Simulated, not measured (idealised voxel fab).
Process module under the name voxel self aligned contacts
Cross-section cut spans 200 nm and uses square cells 5 nm in size.
Cross-section = grid of square cells, listed top down in bands; band = one or more rows. Heads up on the band format: heights come first, top then bottom, in nm. After that it's the materials left to right, each with its width in nm. A single material flagged "everywhere" fills the whole band edge to edge, and "blank" means there's empty space there. Convention: height 0 is the level below which the wafer, as received, is all one material. The lowest band does not terminate at the bottom but continues downward, represented as "0 and below". When a width is written as two numbers, as in "30..40", the first number is the width in the top row of cells of the band and the second is the width in its bottom row, and the width changes by the same amount from each row to the next. Step marked "changes: none"? Then no cell in the cross-section changed in it. Under "Unvented voids" you'll find the enclosed gaps, the ones with no way out to the top, that are 8 cells or bigger; each reads width x height at distance, with distance counted from the left edge, everything in nm. If you see something after the settings on a step's line, that's the simulator's own remark about that step. Each step line may optionally specify "overlay nm", which for a step with a mask gives the rightward distance between the mask's planned place and where it lay, a negative value indicating the leftward direction.
List of planned process steps:
1,op RECEIVE | material Si
2,op OXIDIZE | depth nm 5
3,op DIRECTIONAL_DEP | material polySi | thk nm 25
4,op DIRECTIONAL_DEP | material SiN | thk nm 20
5,op DIRECTIONAL_DEP | material aC | thk nm 10
6,op PATTERN | tone cover | mask id GATE | material resist | width nm 30 | pitch nm 65 | thk nm 30 | overlay nm 0
7,op DIRECTIONAL_ETCH | etch materials aC | depth nm 10
8,op STRIP | etch materials resist
9,op DIRECTIONAL_ETCH | etch materials SiN | depth nm 20
10,op DIRECTIONAL_ETCH | etch materials polySi | depth nm 25
11,op STRIP | etch materials aC
12,op CONFORMAL_DEP | material SiN | thk nm 10
13,op DIRECTIONAL_ETCH | etch materials SiN | depth nm 10
14,op FILL_DEP | material SiO2 | thk nm 15
15,op CMP | height nm 55
16,op DIRECTIONAL_DEP | material aC | thk nm 15
17,op PATTERN | tone open | mask id CONTACT | material resist | width nm 45 | thk nm 30 | overlay nm 0
18,op DIRECTIONAL_ETCH | etch materials aC | depth nm 15
19,op STRIP | etch materials resist
20,op DIRECTIONAL_ETCH | etch materials SiO2 | depth nm 60
21,op STRIP | etch materials aC
22,op CONFORMAL_DEP | material TiN | thk nm 5
23,op FILL_DEP | material Ru | thk nm 5
24,op CMP | height nm 55
25,op CONFORMAL_DEP | material SiCN | thk nm 5
The first of a set of two wafers, run to plan:
Wafer cross-section on receipt, i.e. after step 1:
0 and below  Si everywhere
Unvented voids: none
Cross-sectional representation of the wafer at the conclusion of step 2:
0 down to -5  SiO2 everywhere
Under the height -5 nothing was changed.
Cross-sectional representation of the wafer at the conclusion of step 3:
25 down to 0  polySi everywhere
Under the height 0 nothing was changed.
Cross-sectional representation of the wafer at the conclusion of step 4:
45 down to 25  SiN everywhere
Under the height 25 nothing was changed.
Cross-sectional representation of the wafer at the conclusion of step 5:
55 down to 45  aC everywhere
Under the height 45 nothing was changed.
Cross-sectional representation of the wafer at the conclusion of step 6:
85 down to 55  blank 50 nm, resist 30 nm, blank 35 nm, resist 30 nm, blank 55 nm
Under the height 55 nothing was changed.
Cross-sectional representation of the wafer at the conclusion of step 7:
75 down to 55  blank 50 nm, resist 30 nm, blank 35 nm, resist 30 nm, blank 55 nm
55 down to 45  blank 50 nm, aC 30 nm, blank 35 nm, aC 30 nm, blank 55 nm
Under the height 45 nothing was changed.
Cross-sectional representation of the wafer at the conclusion of step 8:
55 down to 45  blank 50 nm, aC 30 nm, blank 35 nm, aC 30 nm, blank 55 nm
Under the height 45 nothing was changed.
Cross-sectional representation of the wafer at the conclusion of step 9:
55 down to 45  blank 50 nm, aC 30 nm, blank 35 nm, aC 30 nm, blank 55 nm
45 down to 25  blank 50 nm, SiN 30 nm, blank 35 nm, SiN 30 nm, blank 55 nm
Under the height 25 nothing was changed.
Cross-sectional representation of the wafer at the conclusion of step 10:
55 down to 45  blank 50 nm, aC 30 nm, blank 35 nm, aC 30 nm, blank 55 nm
45 down to 25  blank 50 nm, SiN 30 nm, blank 35 nm, SiN 30 nm, blank 55 nm
25 down to 0  blank 50 nm, polySi 30 nm, blank 35 nm, polySi 30 nm, blank 55 nm
Under the height 0 nothing was changed.
Cross-sectional representation of the wafer at the conclusion of step 11:
45 down to 25  blank 50 nm, SiN 30 nm, blank 35 nm, SiN 30 nm, blank 55 nm
Under the height 25 nothing was changed.
Cross-sectional representation of the wafer at the conclusion of step 12:
55 down to 25  blank 40 nm, SiN 50 nm, blank 15 nm, SiN 50 nm, blank 45 nm
25 down to 10  blank 40 nm, SiN 10 nm, polySi 30 nm, SiN 10 nm, blank 15 nm, SiN 10 nm, polySi 30 nm, SiN 10 nm, blank 45 nm
10 down to 0  SiN 50 nm, polySi 30 nm, SiN 35 nm, polySi 30 nm, SiN 55 nm
Under the height 0 nothing was changed.
Cross-sectional representation of the wafer at the conclusion of step 13:
45 down to 25  blank 40 nm, SiN 50 nm, blank 15 nm, SiN 50 nm, blank 45 nm
25 down to 0  blank 40 nm, SiN 10 nm, polySi 30 nm, SiN 10 nm, blank 15 nm, SiN 10 nm, polySi 30 nm, SiN 10 nm, blank 45 nm
Under the height 0 nothing was changed.
Cross-sectional representation of the wafer at the conclusion of step 14:
60 down to 45  SiO2 everywhere
45 down to 25  SiO2 40 nm, SiN 50 nm, SiO2 15 nm, SiN 50 nm, SiO2 45 nm
25 down to 0  SiO2 40 nm, SiN 10 nm, polySi 30 nm, SiN 10 nm, SiO2 15 nm, SiN 10 nm, polySi 30 nm, SiN 10 nm, SiO2 45 nm
Under the height 0 nothing was changed.
Cross-sectional representation of the wafer at the conclusion of step 15:
55 down to 45  SiO2 everywhere
Under the height 45 nothing was changed.
Cross-sectional representation of the wafer at the conclusion of step 16:
70 down to 55  aC everywhere
Under the height 55 nothing was changed.
Cross-sectional representation of the wafer at the conclusion of step 17:
100 down to 70  resist 75 nm, blank 45 nm, resist 80 nm
Under the height 70 nothing was changed.
Cross-sectional representation of the wafer at the conclusion of step 18:
85 down to 70  resist 75 nm, blank 45 nm, resist 80 nm
70 down to 55  aC 75 nm, blank 45 nm, aC 80 nm
Under the height 55 nothing was changed.
Cross-sectional representation of the wafer at the conclusion of step 19:
70 down to 55  aC 75 nm, blank 45 nm, aC 80 nm
Under the height 55 nothing was changed.
Cross-sectional representation of the wafer at the conclusion of step 20:
70 down to 55  aC 75 nm, blank 45 nm, aC 80 nm
55 down to 45  SiO2 75 nm, blank 45 nm, SiO2 80 nm
45 down to 25  SiO2 40 nm, SiN 50 nm, blank 15 nm, SiN 50 nm, SiO2 45 nm
25 down to 0  SiO2 40 nm, SiN 10 nm, polySi 30 nm, SiN 10 nm, blank 15 nm, SiN 10 nm, polySi 30 nm, SiN 10 nm, SiO2 45 nm
0 down to -5  SiO2 90 nm, blank 15 nm, SiO2 95 nm
Under the height -5 nothing was changed.
Cross-sectional representation of the wafer at the conclusion of step 21:
55 down to 45  SiO2 75 nm, blank 45 nm, SiO2 80 nm
Under the height 45 nothing was changed.
Cross-sectional representation of the wafer at the conclusion of step 22:
60 down to 55  TiN 80 nm, blank 35 nm, TiN 85 nm
55 down to 45  SiO2 75 nm, TiN 5..20 nm, blank 35..5 nm, TiN 5..20 nm, SiO2 80 nm
45 down to 25  SiO2 40 nm, SiN 50 nm, TiN 5 nm, blank 5 nm, TiN 5 nm, SiN 50 nm, SiO2 45 nm
25 down to 0  SiO2 40 nm, SiN 10 nm, polySi 30 nm, SiN 10 nm, TiN 5 nm, blank 5 nm, TiN 5 nm, SiN 10 nm, polySi 30 nm, SiN 10 nm, SiO2 45 nm
0 down to -5  SiO2 90 nm, TiN 15 nm, SiO2 95 nm
Under the height -5 nothing was changed.
Cross-sectional representation of the wafer at the conclusion of step 23:
65 down to 60  Ru everywhere
60 down to 55  TiN 80 nm, Ru 35 nm, TiN 85 nm
55 down to 45  SiO2 75 nm, TiN 5..20 nm, Ru 35..5 nm, TiN 5..20 nm, SiO2 80 nm
45 down to 25  SiO2 40 nm, SiN 50 nm, TiN 5 nm, Ru 5 nm, TiN 5 nm, SiN 50 nm, SiO2 45 nm
25 down to 0  SiO2 40 nm, SiN 10 nm, polySi 30 nm, SiN 10 nm, TiN 5 nm, Ru 5 nm, TiN 5 nm, SiN 10 nm, polySi 30 nm, SiN 10 nm, SiO2 45 nm
Under the height 0 nothing was changed.
Cross-sectional representation of the wafer at the conclusion of step 24:
55 down to 45  SiO2 75 nm, TiN 5..20 nm, Ru 35..5 nm, TiN 5..20 nm, SiO2 80 nm
Under the height 45 nothing was changed.
Cross-sectional representation of the wafer at the conclusion of step 25:
60 down to 55  SiCN everywhere
Under the height 55 nothing was changed.
It is to be noted that the second wafer proceeded from the same initial state and according to the same plan as the first, although one mistake was committed in its execution; through step 3, inclusive, the two wafers share an identical history:
Cross-sectional representation of the second wafer at the time designated in the plan for the completion of step 4:
65 down to 25  SiN everywhere
Under the height 25 nothing was changed.
Cross-sectional representation of the second wafer at the time designated in the plan for the completion of step 5:
75 down to 65  aC everywhere
Under the height 65 nothing was changed.
Cross-sectional representation of the second wafer at the time designated in the plan for the completion of step 6:
105 down to 75  blank 50 nm, resist 30 nm, blank 35 nm, resist 30 nm, blank 55 nm
Under the height 75 nothing was changed.
Cross-sectional representation of the second wafer at the time designated in the plan for the completion of step 7:
95 down to 75  blank 50 nm, resist 30 nm, blank 35 nm, resist 30 nm, blank 55 nm
75 down to 65  blank 50 nm, aC 30 nm, blank 35 nm, aC 30 nm, blank 55 nm
Under the height 65 nothing was changed.
Cross-sectional representation of the second wafer at the time designated in the plan for the completion of step 8:
75 down to 65  blank 50 nm, aC 30 nm, blank 35 nm, aC 30 nm, blank 55 nm
Under the height 65 nothing was changed.
Cross-sectional representation of the second wafer at the time designated in the plan for the completion of step 9:
75 down to 65  blank 50 nm, aC 30 nm, blank 35 nm, aC 30 nm, blank 55 nm
65 down to 45  blank 50 nm, SiN 30 nm, blank 35 nm, SiN 30 nm, blank 55 nm
Under the height 45 nothing was changed.
Cross-sectional representation of the second wafer at the time designated in the plan for the completion of step 10: changes: none
Cross-sectional representation of the second wafer at the time designated in the plan for the completion of step 11:
65 down to 45  blank 50 nm, SiN 30 nm, blank 35 nm, SiN 30 nm, blank 55 nm
Under the height 45 nothing was changed.
Cross-sectional representation of the second wafer at the time designated in the plan for the completion of step 12:
75 down to 55  blank 40 nm, SiN 50 nm, blank 15 nm, SiN 50 nm, blank 45 nm
55 down to 25  SiN everywhere
Under the height 25 nothing was changed.
Cross-sectional representation of the second wafer at the time designated in the plan for the completion of step 13:
65 down to 45  blank 40 nm, SiN 50 nm, blank 15 nm, SiN 50 nm, blank 45 nm
Under the height 45 nothing was changed.
Cross-sectional representation of the second wafer at the time designated in the plan for the completion of step 14:
80 down to 65  SiO2 everywhere
65 down to 45  SiO2 40 nm, SiN 50 nm, SiO2 15 nm, SiN 50 nm, SiO2 45 nm
Under the height 45 nothing was changed.
Cross-sectional representation of the second wafer at the time designated in the plan for the completion of step 15:
55 down to 45  SiO2 40 nm, SiN 50 nm, SiO2 15 nm, SiN 50 nm, SiO2 45 nm
Under the height 45 nothing was changed.
Cross-sectional representation of the second wafer at the time designated in the plan for the completion of step 16:
70 down to 55  aC everywhere
Under the height 55 nothing was changed.
Cross-sectional representation of the second wafer at the time designated in the plan for the completion of step 17:
100 down to 70  resist 75 nm, blank 45 nm, resist 80 nm
Under the height 70 nothing was changed.
Cross-sectional representation of the second wafer at the time designated in the plan for the completion of step 18:
85 down to 70  resist 75 nm, blank 45 nm, resist 80 nm
70 down to 55  aC 75 nm, blank 45 nm, aC 80 nm
Under the height 55 nothing was changed.
Cross-sectional representation of the second wafer at the time designated in the plan for the completion of step 19:
70 down to 55  aC 75 nm, blank 45 nm, aC 80 nm
Under the height 55 nothing was changed.
Cross-sectional representation of the second wafer at the time designated in the plan for the completion of step 20:
70 down to 55  aC 75 nm, blank 45 nm, aC 80 nm
55 down to 45  SiO2 40 nm, SiN 50 nm, blank 15 nm, SiN 50 nm, SiO2 45 nm
Under the height 45 nothing was changed.
Cross-sectional representation of the second wafer at the time designated in the plan for the completion of step 21:
55 down to 45  SiO2 40 nm, SiN 50 nm, blank 15 nm, SiN 50 nm, SiO2 45 nm
Under the height 45 nothing was changed.
Cross-sectional representation of the second wafer at the time designated in the plan for the completion of step 22:
60 down to 55  TiN 95 nm, blank 5 nm, TiN 100 nm
55 down to 50  SiO2 40 nm, SiN 50 nm, TiN 5 nm, blank 5 nm, TiN 5 nm, SiN 50 nm, SiO2 45 nm
50 down to 45  SiO2 40 nm, SiN 50 nm, TiN 15 nm, SiN 50 nm, SiO2 45 nm
Under the height 45 nothing was changed.
Cross-sectional representation of the second wafer at the time designated in the plan for the completion of step 23:
65 down to 60  Ru everywhere
60 down to 55  TiN 95 nm, Ru 5 nm, TiN 100 nm
55 down to 50  SiO2 40 nm, SiN 50 nm, TiN 5 nm, Ru 5 nm, TiN 5 nm, SiN 50 nm, SiO2 45 nm
Under the height 50 nothing was changed.
Cross-sectional representation of the second wafer at the time designated in the plan for the completion of step 24:
55 down to 50  SiO2 40 nm, SiN 50 nm, TiN 5 nm, Ru 5 nm, TiN 5 nm, SiN 50 nm, SiO2 45 nm
Under the height 50 nothing was changed.
Cross-sectional representation of the second wafer at the time designated in the plan for the completion of step 25:
60 down to 55  SiCN everywhere
Under the height 55 nothing was changed.
Where did the run depart from the plan? twice, step 4 of the plan was run
Bottom line after processing is that, in cells, the second wafer is up or down on some materials versus the first: Ru: 16 fewer | SiN: 80 more | SiO2: 178 fewer | TiN: 26 fewer | polySi: 140 more
